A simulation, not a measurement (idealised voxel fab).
process module | voxel transistor to metal
cross-section cut | 175 nm wide | cells 5 nm
A cross-section is a grid of square cells, given in bands from the top down. A band is one or more rows of cells.
Each band's line starts with the height of the band's top and of its bottom, in nm. Then come its materials from left to right, each with its width in nm. One material with "throughout" fills the band from edge to edge. "air" is empty space.
Height 0 is the level under which the wafer as received is all one material. The lowest band goes on downwards, as in "0 down".
A width such as "30 to 40" changes by the same amount from each row of cells to the next, from the band's top row to its bottom row.
"no change" after a step means that no cell of the cross-section changed.
closed voids: empty space of 8 cells or more with no open way to the top, each as width x height at its distance from the left edge, in nm
after a step's settings: what the simulator itself notes on the step
overlay nm, on a step with a mask: how far to the right of its planned place the mask lay; to the left if negative
plan
1 op RECEIVE | material Si
2 op CONFORMAL_DEP | material SiO2 | thk nm 5
3 op CONFORMAL_DEP | material SiN | thk nm 10
4 op DIRECTIONAL_DEP | material aC | thk nm 15
5 op PATTERN | tone cover | mask id ACTIVE | material resist | width nm 115 | thk nm 35 | overlay nm 0
6 op DIRECTIONAL_ETCH | etch materials aC | depth nm 15
7 op STRIP | etch materials resist
8 op DIRECTIONAL_ETCH | etch materials SiN | depth nm 10
9 op DIRECTIONAL_ETCH | etch materials SiO2 | depth nm 5
10 op DIRECTIONAL_ETCH | etch materials Si | depth nm 35
11 op STRIP | etch materials aC
12 op OXIDIZE | depth nm 5
13 op FILL_DEP | material SiO2 | thk nm 10
14 op CMP | height nm 15
15 op SELECTIVE_ETCH | etch materials SiO2 | depth nm 5
16 op STRIP | etch materials SiN
17 op SELECTIVE_ETCH | etch materials SiO2 | depth nm 5
18 op OXIDIZE | depth nm 5
19 op DIRECTIONAL_DEP | material polySi | thk nm 30
20 op DIRECTIONAL_DEP | material SiCN | thk nm 10
21 op DIRECTIONAL_DEP | material aC | thk nm 15
22 op PATTERN | tone cover | mask id GATE | material resist | width nm 25 | thk nm 30 | overlay nm 0
23 op DIRECTIONAL_ETCH | etch materials aC | depth nm 15
24 op STRIP | etch materials resist
25 op DIRECTIONAL_ETCH | etch materials SiCN | depth nm 20
26 op DIRECTIONAL_ETCH | etch materials polySi | depth nm 40
27 op STRIP | etch materials aC
28 op CONFORMAL_DEP | material SiN | thk nm 10
29 op DIRECTIONAL_ETCH | etch materials SiN | depth nm 10
30 op DIRECTIONAL_ETCH | etch materials SiO2 | depth nm 5
31 op DIRECTIONAL_ETCH | etch materials Si | depth nm 5
32 op EPI | material pSi | thk nm 5
33 op FILL_DEP | material SiO2 | thk nm 5
34 op CMP | height nm 30
35 op STRIP | etch materials polySi
36 op SELECTIVE_ETCH | etch materials SiO2 | depth nm 5
37 op CONFORMAL_DEP | material HfO2 | thk nm 5
38 op CONFORMAL_DEP | material TiN | thk nm 5
39 op FILL_DEP | material W | thk nm 10
40 op CMP | height nm 25
41 op DIRECTIONAL_DEP | material SiO2 | thk nm 15
42 op DIRECTIONAL_DEP | material aC | thk nm 15
43 op PATTERN | tone open | mask id CONTACT | material resist | width nm 15 | pitch nm 80 | thk nm 35 | overlay nm 0
44 op DIRECTIONAL_ETCH | etch materials aC | depth nm 15
45 op STRIP | etch materials resist
46 op DIRECTIONAL_ETCH | etch materials SiO2 | depth nm 45
47 op STRIP | etch materials aC
48 op CONFORMAL_DEP | material TiN | thk nm 5
49 op FILL_DEP | material Ru | thk nm 10
50 op CMP | height nm 40
51 op DIRECTIONAL_DEP | material TiN | thk nm 5
52 op DIRECTIONAL_DEP | material W | thk nm 15
53 op MASKED_ETCH | tone cover | mask id METAL_1 | width nm 15 | pitch nm 80 | etch materials W | depth nm 15 | overlay nm 0
54 op MASKED_ETCH | tone cover | mask id METAL_1 | width nm 15 | pitch nm 80 | etch materials TiN | depth nm 5 | overlay nm 0
55 op CONFORMAL_DEP | material SiN | thk nm 5
56 op FILL_DEP | material SiO2 | thk nm 10
57 op CMP | height nm 60
58 op CONFORMAL_DEP | material SiCN | thk nm 5
as received, after step 1
  0 down: Si throughout
  closed voids: none
first wafer at the end, as planned
  65 to 60: SiCN throughout
  60 to 45: SiO2 35 | SiN 5 | W 15 | SiN 5 | SiO2 55 | SiN 5 | W 15 | SiN 5 | SiO2 35
  45 to 40: SiN 40 | TiN 15 | SiN 65 | TiN 15 | SiN 40
  40 to 25: SiO2 40 | TiN 5 | Ru 5 | TiN 5 | SiO2 65 | TiN 5 | Ru 5 | TiN 5 | SiO2 40
  25 to 5: SiO2 40 | TiN 5 | Ru 5 | TiN 5 | SiO2 10 | SiN 10 | HfO2 5 | TiN 5 | W 5 | TiN 5 | HfO2 5 | SiN 10 | SiO2 10 | TiN 5 | Ru 5 | TiN 5 | SiO2 40
  5 to 0: SiO2 25 | SiN 10 | SiO2 5 | TiN 5 | Ru 5 | TiN 5 | SiO2 10 | SiN 10 | HfO2 5 | TiN 15 | HfO2 5 | SiN 10 | SiO2 10 | TiN 5 | Ru 5 | TiN 5 | SiO2 5 | SiN 10 | SiO2 25
  0 to -5: SiO2 40 | TiN 15 | SiO2 5 | pSi 5 | SiO2 5 | HfO2 35 | SiO2 5 | pSi 5 | SiO2 5 | TiN 15 | SiO2 40
  -5 to -10: SiO2 35 | pSi 30 | Si 45 | pSi 30 | SiO2 35
  -10 to -40: SiO2 35 | Si 105 | SiO2 35
  -40 down: Si throughout
  closed voids: none
second wafer at the end: like start, like plan, one mistake
  65 to 60: SiCN throughout
  60 to 45: SiO2 35 | SiN 5 | W 15 | SiN 5 | SiO2 55 | SiN 5 | W 15 | SiN 5 | SiO2 35
  45 to 40: SiN 40 | TiN 15 | SiN 65 | TiN 15 | SiN 40
  40 to 25: SiO2 40 | aC 5 | Ru 5 | aC 5 | SiO2 65 | aC 5 | Ru 5 | aC 5 | SiO2 40
  25 to 5: SiO2 40 | aC 5 | Ru 5 | aC 5 | SiO2 10 | SiN 10 | HfO2 5 | TiN 5 | W 5 | TiN 5 | HfO2 5 | SiN 10 | SiO2 10 | aC 5 | Ru 5 | aC 5 | SiO2 40
  5 to 0: SiO2 25 | SiN 10 | SiO2 5 | aC 5 | Ru 5 | aC 5 | SiO2 10 | SiN 10 | HfO2 5 | TiN 15 | HfO2 5 | SiN 10 | SiO2 10 | aC 5 | Ru 5 | aC 5 | SiO2 5 | SiN 10 | SiO2 25
  0 to -5: SiO2 40 | aC 15 | SiO2 5 | pSi 5 | SiO2 5 | HfO2 35 | SiO2 5 | pSi 5 | SiO2 5 | aC 15 | SiO2 40
  -5 to -10: SiO2 35 | pSi 30 | Si 45 | pSi 30 | SiO2 35
  -10 to -40: SiO2 35 | Si 105 | SiO2 35
  -40 down: Si throughout
  closed voids: none
what went wrong: step 48 ran as: op CONFORMAL_DEP | material aC | thk nm 5
at the end the second wafer has, in cells: 38 fewer of TiN | 38 more of aC
